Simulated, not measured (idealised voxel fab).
A process module follows: voxel self aligned vias.
We display cut, a cross-section 300 nm in width whose square cells are each 5 nm.
A cross-section in this document is a grid of square cells, and it is written down as bands, the top band listed before the ones below it; a band is made up of one or more rows of cells.
The band entry comprises the height of the band's top followed by the height of its bottom, expressed in nm, and subsequently the band's materials from left to right, each stated together with its width in nm. Where a single material is marked with the word "everywhere", that material fills the band from edge to edge. The word "air" represents empty space.
Height datum 0, below which the as-received substrate wafer is one material. Lowest band open at the bottom, running downward: "from 0 down".
Per-row width for "30->40": begins at first number (top row of band), ends at second number (bottom row), increment between rows held constant.
The designation "no change", where it is given for a processing step, indicates that no cell of the cross-section was altered in the course of that step.
"Closed cavities" contains a list of empty spaces, each no smaller than 8 cells and without an open way to the top, written in the form width x height at distance with the distance from the left edge and all three in nm.
The remark found on a step's line after its settings is issued by the simulator itself and pertains to that step.
"overlay nm" denotes, for a step that has a mask, the displacement of the mask to the right of its planned place, with negative values corresponding to the left.
So here's the lineup of process steps we planned:
1. RECEIVE (material Si)
2. CONFORMAL_DEP (material SiO2; thk nm 10)
3. CONFORMAL_DEP (material SiCN; thk nm 5)
4. DIRECTIONAL_DEP (material SiO2; thk nm 20)
5. MASKED_ETCH (tone open; mask id LINES; width nm 30; pitch nm 70; etch materials SiO2; depth nm 20; overlay nm 0)
6. CONFORMAL_DEP (material TiN; thk nm 5)
7. FILL_DEP (material Ru; thk nm 10)
8. CMP (height nm 35)
9. SELECTIVE_ETCH (etch materials W Ru TiN; depth nm 5)
10. FILL_DEP (material SiN; thk nm 10)
11. CMP (height nm 35)
12. DIRECTIONAL_DEP (material SiO2; thk nm 15)
13. MASKED_ETCH (tone open; mask id VIAS; width nm 40; etch materials SiO2; depth nm 15; overlay nm 0)
14. MASKED_ETCH (tone open; mask id VIAS; width nm 50; etch materials SiN; depth nm 5; overlay nm 0)
15. CONFORMAL_DEP (material TiN; thk nm 5)
16. FILL_DEP (material W; thk nm 5)
17. CMP (height nm 50)
18. CONFORMAL_DEP (material SiCN; thk nm 5)
Don't read the plan's width nm for step 13 as applying to every wafer: that's the first wafer's value, and the wafers differ in it, though they all start identical.
Received condition of the first of several wafers, sectioned: post-step 1:
- from 0 down  Si everywhere
- Closed cavities: none
Wafer cross-section (first of several) - module end, post step 18 (last step):
- from 55 to 50  SiCN everywhere
- from 50 to 40  95 of SiO2 / 5 of TiN / 30 of W / 5 of TiN / 165 of SiO2
- from 40 to 35  95 of SiO2 / 10 of TiN / 20 of W / 10 of TiN / 165 of SiO2
- from 35 to 30  100 of SiO2 / 30 of TiN / 40 of SiO2 / 30 of SiN / 100 of SiO2
- from 30 to 20  100 of SiO2 / 5 of TiN / 20 of Ru / 5 of TiN / 40 of SiO2 / 5 of TiN / 20 of Ru / 5 of TiN / 100 of SiO2
- from 20 to 15  100 of SiO2 / 30 of TiN / 40 of SiO2 / 30 of TiN / 100 of SiO2
- from 15 to 10  SiCN everywhere
- from 10 to 0  SiO2 everywhere
- from 0 down  Si everywhere
- Closed cavities: none
Cross-section at module completion, last wafer:
- from 55 to 50  SiCN everywhere
- from 50 to 40  85 of SiO2 / 5 of TiN / 55 of W / 5 of TiN / 150 of SiO2
- from 40 to 35  85 of SiO2 / 20 of TiN / 20 of W / 25 of TiN / 150 of SiO2
- from 35 to 30  100 of SiO2 / 30 of TiN / 40 of SiO2 / 30 of SiN / 100 of SiO2
- from 30 to 20  100 of SiO2 / 5 of TiN / 20 of Ru / 5 of TiN / 40 of SiO2 / 5 of TiN / 20 of Ru / 5 of TiN / 100 of SiO2
- from 20 to 15  100 of SiO2 / 30 of TiN / 40 of SiO2 / 30 of TiN / 100 of SiO2
- from 15 to 10  SiCN everywhere
- from 10 to 0  SiO2 everywhere
- from 0 down  Si everywhere
- Closed cavities: none
Per-wafer rows below. For each material: cells gained (+) or lost (-) since the wafer was received, as of end of module. Then: closed voids:
width nm 40; +16 Ru; +120 SiCN; +6 SiN; +468 SiO2; +34 TiN; +16 W; Closed cavities: none
width nm 45; +16 Ru; +120 SiCN; +6 SiN; +465 SiO2; +35 TiN; +18 W; Closed cavities: none
width nm 50; +16 Ru; +120 SiCN; +6 SiN; +462 SiO2; +36 TiN; +20 W; Closed cavities: none
width nm 55; +16 Ru; +120 SiCN; +6 SiN; +459 SiO2; +37 TiN; +22 W; Closed cavities: none
width nm 60; +16 Ru; +120 SiCN; +6 SiN; +456 SiO2; +38 TiN; +24 W; Closed cavities: none
width nm 65; +16 Ru; +120 SiCN; +6 SiN; +453 SiO2; +39 TiN; +26 W; Closed cavities: none
